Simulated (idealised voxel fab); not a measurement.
Process module, titled voxel wiring stack
cross-section cut | 140 nm wide | cells 5 nm
In what follows, cross-sections appear as grids of square cells, described through bands that run from the top down, where every band is one or more rows of cells. For a band, the entry starts with two heights in nm, that of the top and then that of the bottom, and carries on with the band's materials in order from left to right, each alongside its width in nm; the word "throughout" beside a single material means it fills the band edge to edge, and "air" means empty space. Ref level 0: as-received wafer is one material below here. Bottom band extends down with no lower bound ("z 0 and below"). Width: "30->40" (first number = top row, second number = bottom row, same change from row to row of cells). What does "changes: none" mean for a step? It means no cell of the cross-section changed in that step. "Voids, sealed" - sealed voids, min. 8 cells, no opening to top; format: width x height at distance (distance from left edge; nm throughout). On each step's line, the part that comes after the settings is the simulator's own comment on the step. A step line may carry the setting "overlay nm", which, for steps involving a mask, states the distance by which the mask lay to the right of its intended position; negative values denote displacement to the left.
[The process steps that were planned are listed below]
| 1 | RECEIVE [material Si] |
| 2 | CONFORMAL_DEP [material SiO2] [thk nm 10] |
| 3 | DIRECTIONAL_DEP [material TiN] [thk nm 5] |
| 4 | DIRECTIONAL_DEP [material W] [thk nm 20] |
| 5 | PATTERN [tone cover] [mask id METAL_1] [material resist] [width nm 25] [pitch nm 55] [thk nm 15] [overlay nm 0] |
| 6 | DIRECTIONAL_ETCH [etch materials W] [depth nm 20] |
| 7 | DIRECTIONAL_ETCH [etch materials TiN] [depth nm 5] |
| 8 | STRIP [etch materials resist] |
| 9 | CONFORMAL_DEP [material SiCN] [thk nm 5] |
| 10 | FILL_DEP [material lowk] [thk nm 5] |
| 11 | CMP [height nm 35] |
| 12 | CONFORMAL_DEP [material SiCN] [thk nm 5] |
| 13 | DIRECTIONAL_DEP [material lowk] [thk nm 20] |
| 14 | PATTERN [tone open] [mask id PLUG_1] [material resist] [width nm 15] [pitch nm 55] [thk nm 15] [overlay nm 0] |
| 15 | DIRECTIONAL_ETCH [etch materials lowk] [depth nm 20] |
| 16 | DIRECTIONAL_ETCH [etch materials SiCN] [depth nm 5] |
| 17 | STRIP [etch materials resist] |
| 18 | CONFORMAL_DEP [material TiN] [thk nm 5] |
| 19 | FILL_DEP [material Cu] [thk nm 5] |
| 20 | CMP [height nm 60] |
| 21 | DIRECTIONAL_DEP [material TiN] [thk nm 5] |
| 22 | DIRECTIONAL_DEP [material Ru] [thk nm 20] |
| 23 | PATTERN [tone cover] [mask id METAL_2] [material resist] [width nm 25] [pitch nm 55] [thk nm 20] [overlay nm 0] |
| 24 | DIRECTIONAL_ETCH [etch materials Ru] [depth nm 20] |
| 25 | DIRECTIONAL_ETCH [etch materials TiN] [depth nm 5] |
| 26 | STRIP [etch materials resist] |
| 27 | CONFORMAL_DEP [material SiCN] [thk nm 5] |
| 28 | FILL_DEP [material SiO2] [thk nm 10] |
| 29 | CMP [height nm 85] |
| 30 | CONFORMAL_DEP [material SiCN] [thk nm 5] |
| 31 | DIRECTIONAL_DEP [material lowk] [thk nm 35] |
| 32 | DIRECTIONAL_DEP [material aC] [thk nm 10] |
| 33 | PATTERN [tone open] [mask id METAL_3_HOLES] [material resist] [width nm 15] [thk nm 25] [overlay nm 0] |
| 34 | DIRECTIONAL_ETCH [etch materials aC] [depth nm 10] |
| 35 | STRIP [etch materials resist] |
| 36 | DIRECTIONAL_ETCH [etch materials lowk] [depth nm 35] |
| 37 | STRIP [etch materials aC] |
| 38 | PATTERN [tone open] [mask id METAL_3] [material resist] [width nm 25] [pitch nm 55] [thk nm 15] [overlay nm 0] |
| 39 | DIRECTIONAL_ETCH [etch materials lowk] [depth nm 20] |
| 40 | DIRECTIONAL_ETCH [etch materials SiCN] [depth nm 5] |
| 41 | STRIP [etch materials resist] |
| 42 | CONFORMAL_DEP [material TiN] [thk nm 5] |
| 43 | FILL_DEP [material Cu] [thk nm 10] |
| 44 | CMP [height nm 125] |
| 45 | CONFORMAL_DEP [material SiCN] [thk nm 5] |
[So this is the incoming wafer in cross-section - it's already been through step 1]
z 0 and below = Si throughout
Voids, sealed: none
[What the wafer looks like in cross-section after this module, when it starts as shown above and follows the plan above but one mistake is made in running it]
z 130 to 125 = SiCN throughout
z 125 to 110 = lowk=30; TiN=5; Cu=15; TiN=5; lowk=30; TiN=5; Cu=15; TiN=5; lowk=30
z 110 to 105 = lowk=30; TiN=5; Cu=5; TiN=15; lowk=30; TiN=25; lowk=30
z 105 to 90 = lowk=30; TiN=5; Cu=5; TiN=5; lowk=95
z 90 to 85 = SiCN=30; TiN=15; SiCN=95
z 85 to 65 = SiO2=20; SiCN=5; Ru=25; SiCN=5; SiO2=20; SiCN=5; Ru=25; SiCN=5; SiO2=30
z 65 to 60 = SiCN=25; TiN=25; SiCN=30; TiN=25; SiCN=35
z 60 to 40 = lowk=30; TiN=5; Cu=5; TiN=5; lowk=40; TiN=5; Cu=5; TiN=5; lowk=40
z 40 to 35 = SiCN=30; TiN=15; SiCN=40; TiN=15; SiCN=40
z 35 to 15 = lowk=25; SiCN=5; W=25; SiCN=5; lowk=20; SiCN=5; W=25; SiCN=5; lowk=25
z 15 to 10 = SiCN=30; TiN=25; SiCN=30; TiN=25; SiCN=30
z 10 to 0 = SiO2 throughout
z 0 and below = Si throughout
Voids, sealed: none
It is concluded that the wafer was processed incorrectly with respect to the plan, in that planned and actual differ for step 23; actual: PATTERN [tone cover] [mask id METAL_2] [material resist] [width nm 25] [pitch nm 55] [thk nm 20] [overlay nm -5]
